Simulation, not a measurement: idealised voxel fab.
The process module that follows is named voxel released beams.
FYI the section here is cut, 185 nm wide, cells are 5 nm squares.
Notation: cross-section as square-cell grid; stated in bands, top first, going down; one or more cell rows per band. In this notation a band is specified by the heights of its top and bottom, in that order and in nm, after which its materials appear from left to right, each paired with its width in nm. The word "throughout" attached to a single material means that material fills the band from edge to edge; the word "blank" stands for empty space. Height reference: 0 = level under which incoming wafer is all one material. Lowest band: no bottom, runs on downward, e.g. "0 down". The width entry "30->40" should be interpreted row by row: the top row of cells in the band takes the first number, the bottom row takes the second number, and the change between adjacent rows is uniform throughout. For the purposes of this document, the phrase "no modifications" attached to a step denotes that no cell within the cross-section was modified by that step. "Fully sealed voids" lists enclosed empty spaces (at least 8 cells, no open path upward to the top), each as width x height at distance from the left edge, in nm. If you see something after the settings on a step's line, that's the simulator's own remark about that step. Steps that use a mask can have "overlay nm" on their line. It says how far the mask sat to the right of where it was meant to be. Negative means to the left.
**Here's what the planned process steps look like**
| 1 | RECEIVE, material Si |
| 2 | CONFORMAL_DEP, material SiN, thk nm 5 |
| 3 | DIRECTIONAL_DEP, material SiO2, thk nm 10 |
| 4 | MASKED_ETCH, tone open, mask id ANCHOR, width nm 45, etch materials SiO2, depth nm 10, overlay nm 0 |
| 5 | CONFORMAL_DEP, material TiN, thk nm 15 |
| 6 | DIRECTIONAL_DEP, material aC, thk nm 15 |
| 7 | PATTERN, tone cover, mask id BEAM, material resist, width nm 120, thk nm 30, overlay nm 0 |
| 8 | DIRECTIONAL_ETCH, etch materials aC, depth nm 15 |
| 9 | STRIP, etch materials resist |
| 10 | DIRECTIONAL_ETCH, etch materials TiN, depth nm 15 |
| 11 | STRIP, etch materials aC |
| 12 | STRIP, etch materials SiO2 |
**So this is the incoming wafer in cross-section - it's already been through step 1**
  0 down | Si throughout
  Fully sealed voids: none
**Post-module cross-section: identical start and plan to those above, one misstep in execution**
  45 to 30 | 30 nm blank, then 120 nm TiN, then 35 nm blank
  30 to 15 | TiN throughout
  15 to 5 | 35 nm SiO2, then 45 nm TiN, then 105 nm SiO2
  5 to 0 | SiN throughout
  0 down | Si throughout
  Fully sealed voids: none
Error vs. plan: step 5, plan: ran twice
